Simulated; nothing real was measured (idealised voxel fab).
Process module name: voxel tone inversion
Each square cell in cross-section cut measures 5 nm, and the section as a whole is 160 nm wide.
Think of the cross-section as a grid of square cells. We describe it in bands, top to bottom, and each band covers one or more rows of those cells.
This entry defines a band. It first specifies the height of the band's top and the height of its bottom in nm, and then specifies the band's materials from left to right, stating each material with its width in nm. The word "edge to edge" identifies a single material that fills the band from edge to edge, while the word "empty" identifies empty space.
The reference from which all heights are counted is 0, the level beneath which the as-received wafer is entirely one material; the lowest band, having no lower bound, proceeds downward and is written after the example "0..down".
Per-row width for "30 to 40": begins at first number (top row of band), ends at second number (bottom row), increment between rows held constant.
Reading "nothing changed" for a step: not a cell of the cross-section changed in it.
"Enclosed internal cavities" enumerates empty spaces isolated from the top, with no open way to it, that contain at least 8 cells, giving each as width x height at distance from the left edge, all three in nm.
Whatever follows a step's settings on its line is a remark the simulator itself makes about that step.
Regarding "overlay nm": on a step with a mask, it is the distance the mask lay to the right of its planned place; a negative value places it to the left.

BELOW IS THE LIST OF PLANNED PROCESS STEPS
step 1: RECEIVE with material Si
step 2: CONFORMAL_DEP with material SiCN, thk nm 5
step 3: DIRECTIONAL_DEP with material aC, thk nm 25
step 4: PATTERN with tone cover, mask id POSTS, material resist, width nm 25, pitch nm 40, thk nm 30, overlay nm 0
step 5: DIRECTIONAL_ETCH with etch materials aC, depth nm 25
step 6: STRIP with etch materials resist
step 7: FILL_DEP with material SiO2, thk nm 5
step 8: CMP with height nm 30
step 9: STRIP with etch materials aC

THE FOLLOWING PERTAINS TO THE FIRST OF TWO WAFERS, WHICH WAS PROCESSED AS PLANNED

THE CROSS-SECTION HERE SHOWS THE WAFER AS RECEIVED, I.E. IN ITS STATE AFTER STEP 1
  0..down | Si edge to edge
  Enclosed internal cavities: none

STEP 2 COMPLETE: CROSS-SECTION THROUGH THE WAFER
  5..0 | SiCN edge to edge
  Anything lower than 0 is untouched.

STEP 3 COMPLETE: CROSS-SECTION THROUGH THE WAFER
  30..5 | aC edge to edge
  Anything lower than 5 is untouched.

STEP 4 COMPLETE: CROSS-SECTION THROUGH THE WAFER
  60..30 | 25 of empty, then 25 of resist, then 15 of empty, then 25 of resist, then 15 of empty, then 25 of resist, then 30 of empty
  Anything lower than 30 is untouched.

STEP 5 COMPLETE: CROSS-SECTION THROUGH THE WAFER
  35..30 | 25 of empty, then 25 of resist, then 15 of empty, then 25 of resist, then 15 of empty, then 25 of resist, then 30 of empty
  30..5 | 25 of empty, then 25 of aC, then 15 of empty, then 25 of aC, then 15 of empty, then 25 of aC, then 30 of empty
  Anything lower than 5 is untouched.

STEP 6 COMPLETE: CROSS-SECTION THROUGH THE WAFER
  30..5 | 25 of empty, then 25 of aC, then 15 of empty, then 25 of aC, then 15 of empty, then 25 of aC, then 30 of empty
  Anything lower than 5 is untouched.

STEP 7 COMPLETE: CROSS-SECTION THROUGH THE WAFER
  35..30 | SiO2 edge to edge
  30..5 | 25 of SiO2, then 25 of aC, then 15 of SiO2, then 25 of aC, then 15 of SiO2, then 25 of aC, then 30 of SiO2
  Anything lower than 5 is untouched.

STEP 8 COMPLETE: CROSS-SECTION THROUGH THE WAFER
  30..5 | 25 of SiO2, then 25 of aC, then 15 of SiO2, then 25 of aC, then 15 of SiO2, then 25 of aC, then 30 of SiO2
  Anything lower than 5 is untouched.

STEP 9 COMPLETE: CROSS-SECTION THROUGH THE WAFER
  30..5 | 25 of SiO2, then 25 of empty, then 15 of SiO2, then 25 of empty, then 15 of SiO2, then 25 of empty, then 30 of SiO2
  Anything lower than 5 is untouched.

SECOND WAFER: LIKE START, LIKE PLAN, ONE MISTAKE. THROUGH STEP 3 IT MATCHES THE FIRST WAFER

SECOND WAFER CROSS-SECTION, TAKEN AS OF THE TIME THE PLAN SETS FOR STEP 4 TO BE DONE
  60..30 | 25 of resist, then 25 of empty, then 15 of resist, then 25 of empty, then 15 of resist, then 25 of empty, then 30 of resist
  Anything lower than 30 is untouched.

SECOND WAFER CROSS-SECTION, TAKEN AS OF THE TIME THE PLAN SETS FOR STEP 5 TO BE DONE
  35..30 | 25 of resist, then 25 of empty, then 15 of resist, then 25 of empty, then 15 of resist, then 25 of empty, then 30 of resist
  30..5 | 25 of aC, then 25 of empty, then 15 of aC, then 25 of empty, then 15 of aC, then 25 of empty, then 30 of aC
  Anything lower than 5 is untouched.

SECOND WAFER CROSS-SECTION, TAKEN AS OF THE TIME THE PLAN SETS FOR STEP 6 TO BE DONE
  30..5 | 25 of aC, then 25 of empty, then 15 of aC, then 25 of empty, then 15 of aC, then 25 of empty, then 30 of aC
  Anything lower than 5 is untouched.

SECOND WAFER CROSS-SECTION, TAKEN AS OF THE TIME THE PLAN SETS FOR STEP 7 TO BE DONE
  35..30 | SiO2 edge to edge
  30..5 | 25 of aC, then 25 of SiO2, then 15 of aC, then 25 of SiO2, then 15 of aC, then 25 of SiO2, then 30 of aC
  Anything lower than 5 is untouched.

SECOND WAFER CROSS-SECTION, TAKEN AS OF THE TIME THE PLAN SETS FOR STEP 8 TO BE DONE
  30..5 | 25 of aC, then 25 of SiO2, then 15 of aC, then 25 of SiO2, then 15 of aC, then 25 of SiO2, then 30 of aC
  Anything lower than 5 is untouched.

SECOND WAFER CROSS-SECTION, TAKEN AS OF THE TIME THE PLAN SETS FOR STEP 9 TO BE DONE
  30..5 | 25 of empty, then 25 of SiO2, then 15 of empty, then 25 of SiO2, then 15 of empty, then 25 of SiO2, then 30 of empty
  Anything lower than 5 is untouched.
The plan and the run diverged here: contrary to plan, step 4 was performed as PATTERN with tone open, mask id POSTS, material resist, width nm 25, pitch nm 40, thk nm 30, overlay nm 0
At the finish, the second wafer shows more or fewer cells for some materials than the first does: SiO2: 10 fewer
